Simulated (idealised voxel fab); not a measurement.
Proc. module: voxel gate over fins
Cross-section cut: width 180 nm, square cells of 5 nm.
Think of the cross-section as a grid of square cells. We describe it in bands, top to bottom, and each band covers one or more rows of those cells. The band entry comprises the height of the band's top followed by the height of its bottom, expressed in nm, and subsequently the band's materials from left to right, each stated together with its width in nm. Where a single material is marked with the word "throughout", that material fills the band from edge to edge. The word "blank" represents empty space. Height reference: 0 = level under which incoming wafer is all one material. Lowest band: no bottom, runs on downward, e.g. "0 and below". The notation "30..40" denotes a width that varies across the rows of cells in the band, beginning at the first number in the top row, finishing at the second number in the bottom row, and changing by an identical amount from each row to the next. It should be understood that the words "nothing different", when stated for a given step, signify that the cross-section underwent no change in any of its cells during that step. For the entry "Closed void inventory", the listed items are empty spaces with no open way to the top whose size is 8 cells or more; each item follows the pattern width x height at distance, where distance is from the left edge and all three are in nm. Anything after a step's settings on that line? It's the simulator's own note about the step. If you see "overlay nm" on a step's line and that step has a mask, it's telling you how far right of where it was planned the mask ended up; a negative number means it went left instead.
The process steps that were planned are listed below:
1) RECEIVE, material Si
2) CONFORMAL_DEP, material SiN, thk nm 10
3) DIRECTIONAL_DEP, material aC, thk nm 10
4) PATTERN, tone cover, mask id FINS, material resist, width nm 15, pitch nm 40, thk nm 25, overlay nm 0
5) DIRECTIONAL_ETCH, etch materials aC, depth nm 10
6) STRIP, etch materials resist
7) DIRECTIONAL_ETCH, etch materials SiN, depth nm 10
8) DIRECTIONAL_ETCH, etch materials Si, depth nm 30
9) STRIP, etch materials aC
10) OXIDIZE, depth nm 5
11) FILL_DEP, material SiO2, thk nm 15
12) CMP, height nm 10
13) SELECTIVE_ETCH, etch materials SiO2, depth nm 25
14) STRIP, etch materials SiN
15) CONFORMAL_DEP, material HfO2, thk nm 5
16) CONFORMAL_DEP, material TiN, thk nm 5
17) FILL_DEP, material W, thk nm 10
18) CMP, height nm 15
19) CONFORMAL_DEP, material SiCN, thk nm 10
The first of two wafers, run as planned:
Shown in cross-section is the wafer as received, that is, as it stands after step 1:
0 and below = Si throughout
Closed void inventory: none
The following cross-section depicts the wafer upon completion of step 2:
10 down to 0 = SiN throughout
All layers under 0 are left as they were.
The following cross-section depicts the wafer upon completion of step 3:
20 down to 10 = aC throughout
All layers under 10 are left as they were.
The following cross-section depicts the wafer upon completion of step 4:
45 down to 20 = 20 blank | 15 resist | 25 blank | 15 resist | 25 blank | 15 resist | 25 blank | 15 resist | 25 blank
All layers under 20 are left as they were.
The following cross-section depicts the wafer upon completion of step 5:
35 down to 20 = 20 blank | 15 resist | 25 blank | 15 resist | 25 blank | 15 resist | 25 blank | 15 resist | 25 blank
20 down to 10 = 20 blank | 15 aC | 25 blank | 15 aC | 25 blank | 15 aC | 25 blank | 15 aC | 25 blank
All layers under 10 are left as they were.
The following cross-section depicts the wafer upon completion of step 6:
20 down to 10 = 20 blank | 15 aC | 25 blank | 15 aC | 25 blank | 15 aC | 25 blank | 15 aC | 25 blank
All layers under 10 are left as they were.
The following cross-section depicts the wafer upon completion of step 7:
20 down to 10 = 20 blank | 15 aC | 25 blank | 15 aC | 25 blank | 15 aC | 25 blank | 15 aC | 25 blank
10 down to 0 = 20 blank | 15 SiN | 25 blank | 15 SiN | 25 blank | 15 SiN | 25 blank | 15 SiN | 25 blank
All layers under 0 are left as they were.
The following cross-section depicts the wafer upon completion of step 8:
20 down to 10 = 20 blank | 15 aC | 25 blank | 15 aC | 25 blank | 15 aC | 25 blank | 15 aC | 25 blank
10 down to 0 = 20 blank | 15 SiN | 25 blank | 15 SiN | 25 blank | 15 SiN | 25 blank | 15 SiN | 25 blank
0 down to -30 = 20 blank | 15 Si | 25 blank | 15 Si | 25 blank | 15 Si | 25 blank | 15 Si | 25 blank
All layers under -30 are left as they were.
The following cross-section depicts the wafer upon completion of step 9:
10 down to 0 = 20 blank | 15 SiN | 25 blank | 15 SiN | 25 blank | 15 SiN | 25 blank | 15 SiN | 25 blank
All layers under 0 are left as they were.
The following cross-section depicts the wafer upon completion of step 10:
10 down to 0 = 20 blank | 15 SiN | 25 blank | 15 SiN | 25 blank | 15 SiN | 25 blank | 15 SiN | 25 blank
0 down to -30 = 20 blank | 5 SiO2 | 5 Si | 5 SiO2 | 25 blank | 5 SiO2 | 5 Si | 5 SiO2 | 25 blank | 5 SiO2 | 5 Si | 5 SiO2 | 25 blank | 5 SiO2 | 5 Si | 5 SiO2 | 25 blank
-30 down to -35 = 25 SiO2 | 5 Si | 35 SiO2 | 5 Si | 35 SiO2 | 5 Si | 35 SiO2 | 5 Si | 30 SiO2
All layers under -35 are left as they were.
The following cross-section depicts the wafer upon completion of step 11:
25 down to 10 = SiO2 throughout
10 down to 0 = 20 SiO2 | 15 SiN | 25 SiO2 | 15 SiN | 25 SiO2 | 15 SiN | 25 SiO2 | 15 SiN | 25 SiO2
0 down to -35 = 25 SiO2 | 5 Si | 35 SiO2 | 5 Si | 35 SiO2 | 5 Si | 35 SiO2 | 5 Si | 30 SiO2
All layers under -35 are left as they were.
The following cross-section depicts the wafer upon completion of step 12:
10 down to 0 = 20 SiO2 | 15 SiN | 25 SiO2 | 15 SiN | 25 SiO2 | 15 SiN | 25 SiO2 | 15 SiN | 25 SiO2
All layers under 0 are left as they were.
The following cross-section depicts the wafer upon completion of step 13:
10 down to 0 = 20 blank | 15 SiN | 25 blank | 15 SiN | 25 blank | 15 SiN | 25 blank | 15 SiN | 25 blank
0 down to -15 = 25 blank | 5 Si | 35 blank | 5 Si | 35 blank | 5 Si | 35 blank | 5 Si | 30 blank
All layers under -15 are left as they were.
The following cross-section depicts the wafer upon completion of step 14:
0 down to -15 = 25 blank | 5 Si | 35 blank | 5 Si | 35 blank | 5 Si | 35 blank | 5 Si | 30 blank
All layers under -15 are left as they were.
The following cross-section depicts the wafer upon completion of step 15:
5 down to 0 = 20 blank | 15 HfO2 | 25 blank | 15 HfO2 | 25 blank | 15 HfO2 | 25 blank | 15 HfO2 | 25 blank
0 down to -10 = 20 blank | 5 HfO2 | 5 Si | 5 HfO2 | 25 blank | 5 HfO2 | 5 Si | 5 HfO2 | 25 blank | 5 HfO2 | 5 Si | 5 HfO2 | 25 blank | 5 HfO2 | 5 Si | 5 HfO2 | 25 blank
-10 down to -15 = 25 HfO2 | 5 Si | 35 HfO2 | 5 Si | 35 HfO2 | 5 Si | 35 HfO2 | 5 Si | 30 HfO2
All layers under -15 are left as they were.
The following cross-section depicts the wafer upon completion of step 16:
10 down to 5 = 15 blank | 25 TiN | 15 blank | 25 TiN | 15 blank | 25 TiN | 15 blank | 25 TiN | 20 blank
5 down to 0 = 15 blank | 5 TiN | 15 HfO2 | 5 TiN | 15 blank | 5 TiN | 15 HfO2 | 5 TiN | 15 blank | 5 TiN | 15 HfO2 | 5 TiN | 15 blank | 5 TiN | 15 HfO2 | 5 TiN | 20 blank
0 down to -5 = 15 blank | 5 TiN | 5 HfO2 | 5 Si | 5 HfO2 | 5 TiN | 15 blank | 5 TiN | 5 HfO2 | 5 Si | 5 HfO2 | 5 TiN | 15 blank | 5 TiN | 5 HfO2 | 5 Si | 5 HfO2 | 5 TiN | 15 blank | 5 TiN | 5 HfO2 | 5 Si | 5 HfO2 | 5 TiN | 20 blank
-5 down to -10 = 20 TiN | 5 HfO2 | 5 Si | 5 HfO2 | 25 TiN | 5 HfO2 | 5 Si | 5 HfO2 | 25 TiN | 5 HfO2 | 5 Si | 5 HfO2 | 25 TiN | 5 HfO2 | 5 Si | 5 HfO2 | 25 TiN
All layers under -10 are left as they were.
The following cross-section depicts the wafer upon completion of step 17:
20 down to 10 = W throughout
10 down to 5 = 15 W | 25 TiN | 15 W | 25 TiN | 15 W | 25 TiN | 15 W | 25 TiN | 20 W
5 down to 0 = 15 W | 5 TiN | 15 HfO2 | 5 TiN | 15 W | 5 TiN | 15 HfO2 | 5 TiN | 15 W | 5 TiN | 15 HfO2 | 5 TiN | 15 W | 5 TiN | 15 HfO2 | 5 TiN | 20 W
0 down to -5 = 15 W | 5 TiN | 5 HfO2 | 5 Si | 5 HfO2 | 5 TiN | 15 W | 5 TiN | 5 HfO2 | 5 Si | 5 HfO2 | 5 TiN | 15 W | 5 TiN | 5 HfO2 | 5 Si | 5 HfO2 | 5 TiN | 15 W | 5 TiN | 5 HfO2 | 5 Si | 5 HfO2 | 5 TiN | 20 W
All layers under -5 are left as they were.
The following cross-section depicts the wafer upon completion of step 18:
15 down to 10 = W throughout
All layers under 10 are left as they were.
The following cross-section depicts the wafer upon completion of step 19:
25 down to 15 = SiCN throughout
All layers under 15 are left as they were.
Okay, second wafer. Nothing different at the start, nothing different in the plan, just one mistake somewhere in the running. As far as step 3, counting that step, it's the first wafer all over again:
The second wafer in cross-section, at the planned close of step 4:
45 down to 20 = 20 resist | 15 blank | 25 resist | 15 blank | 25 resist | 15 blank | 25 resist | 15 blank | 25 resist
All layers under 20 are left as they were.
The second wafer in cross-section, at the planned close of step 5:
35 down to 20 = 20 resist | 15 blank | 25 resist | 15 blank | 25 resist | 15 blank | 25 resist | 15 blank | 25 resist
20 down to 10 = 20 aC | 15 blank | 25 aC | 15 blank | 25 aC | 15 blank | 25 aC | 15 blank | 25 aC
All layers under 10 are left as they were.
The second wafer in cross-section, at the planned close of step 6:
20 down to 10 = 20 aC | 15 blank | 25 aC | 15 blank | 25 aC | 15 blank | 25 aC | 15 blank | 25 aC
All layers under 10 are left as they were.
The second wafer in cross-section, at the planned close of step 7:
20 down to 10 = 20 aC | 15 blank | 25 aC | 15 blank | 25 aC | 15 blank | 25 aC | 15 blank | 25 aC
10 down to 0 = 20 SiN | 15 blank | 25 SiN | 15 blank | 25 SiN | 15 blank | 25 SiN | 15 blank | 25 SiN
All layers under 0 are left as they were.
The second wafer in cross-section, at the planned close of step 8:
20 down to 10 = 20 aC | 15 blank | 25 aC | 15 blank | 25 aC | 15 blank | 25 aC | 15 blank | 25 aC
10 down to 0 = 20 SiN | 15 blank | 25 SiN | 15 blank | 25 SiN | 15 blank | 25 SiN | 15 blank | 25 SiN
0 down to -30 = 20 Si | 15 blank | 25 Si | 15 blank | 25 Si | 15 blank | 25 Si | 15 blank | 25 Si
All layers under -30 are left as they were.
The second wafer in cross-section, at the planned close of step 9:
10 down to 0 = 20 SiN | 15 blank | 25 SiN | 15 blank | 25 SiN | 15 blank | 25 SiN | 15 blank | 25 SiN
All layers under 0 are left as they were.
The second wafer in cross-section, at the planned close of step 10:
10 down to 0 = 20 SiN | 15 blank | 25 SiN | 15 blank | 25 SiN | 15 blank | 25 SiN | 15 blank | 25 SiN
0 down to -30 = 15 Si | 5 SiO2 | 15 blank | 5 SiO2 | 15 Si | 5 SiO2 | 15 blank | 5 SiO2 | 15 Si | 5 SiO2 | 15 blank | 5 SiO2 | 15 Si | 5 SiO2 | 15 blank | 5 SiO2 | 20 Si
-30 down to -35 = 15 Si | 25 SiO2 | 15 Si | 25 SiO2 | 15 Si | 25 SiO2 | 15 Si | 25 SiO2 | 20 Si
All layers under -35 are left as they were.
The second wafer in cross-section, at the planned close of step 11:
25 down to 10 = SiO2 throughout
10 down to 0 = 20 SiN | 15 SiO2 | 25 SiN | 15 SiO2 | 25 SiN | 15 SiO2 | 25 SiN | 15 SiO2 | 25 SiN
0 down to -35 = 15 Si | 25 SiO2 | 15 Si | 25 SiO2 | 15 Si | 25 SiO2 | 15 Si | 25 SiO2 | 20 Si
All layers under -35 are left as they were.
The second wafer in cross-section, at the planned close of step 12:
10 down to 0 = 20 SiN | 15 SiO2 | 25 SiN | 15 SiO2 | 25 SiN | 15 SiO2 | 25 SiN | 15 SiO2 | 25 SiN
All layers under 0 are left as they were.
The second wafer in cross-section, at the planned close of step 13:
10 down to 0 = 20 SiN | 15 blank | 25 SiN | 15 blank | 25 SiN | 15 blank | 25 SiN | 15 blank | 25 SiN
0 down to -15 = 15 Si | 25 blank | 15 Si | 25 blank | 15 Si | 25 blank | 15 Si | 25 blank | 20 Si
All layers under -15 are left as they were.
The second wafer in cross-section, at the planned close of step 14:
0 down to -15 = 15 Si | 25 blank | 15 Si | 25 blank | 15 Si | 25 blank | 15 Si | 25 blank | 20 Si
All layers under -15 are left as they were.
The second wafer in cross-section, at the planned close of step 15:
5 down to 0 = 20 HfO2 | 15 blank | 25 HfO2 | 15 blank | 25 HfO2 | 15 blank | 25 HfO2 | 15 blank | 25 HfO2
0 down to -10 = 15 Si | 5 HfO2 | 15 blank | 5 HfO2 | 15 Si | 5 HfO2 | 15 blank | 5 HfO2 | 15 Si | 5 HfO2 | 15 blank | 5 HfO2 | 15 Si | 5 HfO2 | 15 blank | 5 HfO2 | 20 Si
-10 down to -15 = 15 Si | 25 HfO2 | 15 Si | 25 HfO2 | 15 Si | 25 HfO2 | 15 Si | 25 HfO2 | 20 Si
All layers under -15 are left as they were.
The second wafer in cross-section, at the planned close of step 16:
10 down to 5 = 25 TiN | 5 blank | 35 TiN | 5 blank | 35 TiN | 5 blank | 35 TiN | 5 blank | 30 TiN
5 down to 0 = 20 HfO2 | 5 TiN | 5 blank | 5 TiN | 25 HfO2 | 5 TiN | 5 blank | 5 TiN | 25 HfO2 | 5 TiN | 5 blank | 5 TiN | 25 HfO2 | 5 TiN | 5 blank | 5 TiN | 25 HfO2
0 down to -5 = 15 Si | 5 HfO2 | 5 TiN | 5 blank | 5 TiN | 5 HfO2 | 15 Si | 5 HfO2 | 5 TiN | 5 blank | 5 TiN | 5 HfO2 | 15 Si | 5 HfO2 | 5 TiN | 5 blank | 5 TiN | 5 HfO2 | 15 Si | 5 HfO2 | 5 TiN | 5 blank | 5 TiN | 5 HfO2 | 20 Si
-5 down to -10 = 15 Si | 5 HfO2 | 15 TiN | 5 HfO2 | 15 Si | 5 HfO2 | 15 TiN | 5 HfO2 | 15 Si | 5 HfO2 | 15 TiN | 5 HfO2 | 15 Si | 5 HfO2 | 15 TiN | 5 HfO2 | 20 Si
All layers under -10 are left as they were.
The second wafer in cross-section, at the planned close of step 17:
20 down to 10 = W throughout
10 down to 5 = 25 TiN | 5 W | 35 TiN | 5 W | 35 TiN | 5 W | 35 TiN | 5 W | 30 TiN
5 down to 0 = 20 HfO2 | 5 TiN | 5 W | 5 TiN | 25 HfO2 | 5 TiN | 5 W | 5 TiN | 25 HfO2 | 5 TiN | 5 W | 5 TiN | 25 HfO2 | 5 TiN | 5 W | 5 TiN | 25 HfO2
0 down to -5 = 15 Si | 5 HfO2 | 5 TiN | 5 W | 5 TiN | 5 HfO2 | 15 Si | 5 HfO2 | 5 TiN | 5 W | 5 TiN | 5 HfO2 | 15 Si | 5 HfO2 | 5 TiN | 5 W | 5 TiN | 5 HfO2 | 15 Si | 5 HfO2 | 5 TiN | 5 W | 5 TiN | 5 HfO2 | 20 Si
All layers under -5 are left as they were.
The second wafer in cross-section, at the planned close of step 18:
15 down to 10 = W throughout
All layers under 10 are left as they were.
The second wafer in cross-section, at the planned close of step 19:
25 down to 15 = SiCN throughout
All layers under 15 are left as they were.
So what did we get wrong on this run? in deviation from the planned setting, step 4 was conducted as PATTERN, tone open, mask id FINS, material resist, width nm 15, pitch nm 40, thk nm 25, overlay nm 0
Per the end-of-run cell counts, the second wafer holds more or fewer of some materials than the first: +84 Si, -48 SiO2, -36 W
